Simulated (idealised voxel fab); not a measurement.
process module | voxel self aligned vias
cross-section cut | 255 nm wide | cells 5 nm
A cross-section is a grid of square cells, given in bands from the top down. A band is one or more rows of cells.
Each band's line starts with the height of the band's top and of its bottom, in nm. Then come its materials from left to right, each with its width in nm. One material with "throughout" fills the band from edge to edge. "air" is empty space.
Height 0 is the level under which the wafer as received is all one material. The lowest band goes on downwards, as in "0 down".
A width such as "30 to 40" changes by the same amount from each row of cells to the next, from the band's top row to its bottom row.
"no change" after a step means that no cell of the cross-section changed.
closed voids: empty space of 8 cells or more with no open way to the top, each as width x height at its distance from the left edge, in nm
after a step's settings: what the simulator itself notes on the step
overlay nm, on a step with a mask: how far to the right of its planned place the mask lay; to the left if negative
plan
1 op RECEIVE | material Si
2 op CONFORMAL_DEP | material SiO2 | thk nm 15
3 op CONFORMAL_DEP | material SiCN | thk nm 5
4 op DIRECTIONAL_DEP | material SiO2 | thk nm 30
5 op MASKED_ETCH | tone open | mask id LINES | width nm 25 | pitch nm 65 | etch materials SiO2 | depth nm 30 | overlay nm 0
6 op CONFORMAL_DEP | material TiN | thk nm 5
7 op FILL_DEP | material W | thk nm 5
8 op CMP | height nm 50
9 op SELECTIVE_ETCH | etch materials W Ru TiN | depth nm 5
10 op FILL_DEP | material SiN | thk nm 10
11 op CMP | height nm 50
12 op DIRECTIONAL_DEP | material SiO2 | thk nm 20
13 op MASKED_ETCH | tone open | mask id VIAS | width nm 45 | pitch nm 65 | etch materials SiO2 | depth nm 20 | overlay nm 0
14 op MASKED_ETCH | tone open | mask id VIAS | width nm 45 | pitch nm 65 | etch materials SiN | depth nm 5 | overlay nm 0
15 op CONFORMAL_DEP | material TiN | thk nm 5
16 op FILL_DEP | material Cu | thk nm 5
17 op CMP | height nm 70
18 op CONFORMAL_DEP | material SiCN | thk nm 5
as received, after step 1
  0 down: Si throughout
  closed voids: none
first wafer at the end, as planned
  75 to 70: SiCN throughout
  70 to 55: SiO2 40 | TiN 5 | Cu 35 | TiN 5 | SiO2 20 | TiN 5 | Cu 35 | TiN 5 | SiO2 20 | TiN 5 | Cu 35 | TiN 5 | SiO2 40
  55 to 50: SiO2 40 | TiN 15 | Cu 15 | TiN 15 | SiO2 20 | TiN 15 | Cu 15 | TiN 15 | SiO2 20 | TiN 15 | Cu 15 | TiN 15 | SiO2 40
  50 to 45: SiO2 50 | TiN 25 | SiO2 40 | TiN 25 | SiO2 40 | TiN 25 | SiO2 50
  45 to 25: SiO2 50 | TiN 5 | W 15 | TiN 5 | SiO2 40 | TiN 5 | W 15 | TiN 5 | SiO2 40 | TiN 5 | W 15 | TiN 5 | SiO2 50
  25 to 20: SiO2 50 | TiN 25 | SiO2 40 | TiN 25 | SiO2 40 | TiN 25 | SiO2 50
  20 to 15: SiCN throughout
  15 to 0: SiO2 throughout
  0 down: Si throughout
  closed voids: none
second wafer at the end: like start, like plan, one mistake
  75 to 70: SiCN throughout
  70 to 55: SiO2 40 | TiN 5 | Cu 35 | TiN 5 | SiO2 20 | TiN 5 | Cu 35 | TiN 5 | SiO2 20 | TiN 5 | Cu 35 | TiN 5 | SiO2 40
  55 to 50: SiO2 40 | TiN 20 | Cu 15 | TiN 10 | SiO2 20 | TiN 20 | Cu 15 | TiN 10 | SiO2 20 | TiN 20 | Cu 15 | TiN 10 | SiO2 40
  50 to 45: SiO2 55 | TiN 25 | SiO2 40 | TiN 25 | SiO2 40 | TiN 25 | SiO2 45
  45 to 25: SiO2 55 | TiN 5 | W 15 | TiN 5 | SiO2 40 | TiN 5 | W 15 | TiN 5 | SiO2 40 | TiN 5 | W 15 | TiN 5 | SiO2 45
  25 to 20: SiO2 55 | TiN 25 | SiO2 40 | TiN 25 | SiO2 40 | TiN 25 | SiO2 45
  20 to 15: SiCN throughout
  15 to 0: SiO2 throughout
  0 down: Si throughout
  closed voids: none
what went wrong: step 5 ran as: op MASKED_ETCH | tone open | mask id LINES | width nm 25 | pitch nm 65 | etch materials SiO2 | depth nm 30 | overlay nm 5
at the end the second wafer has, in cells: as many of each material as the first, in other places
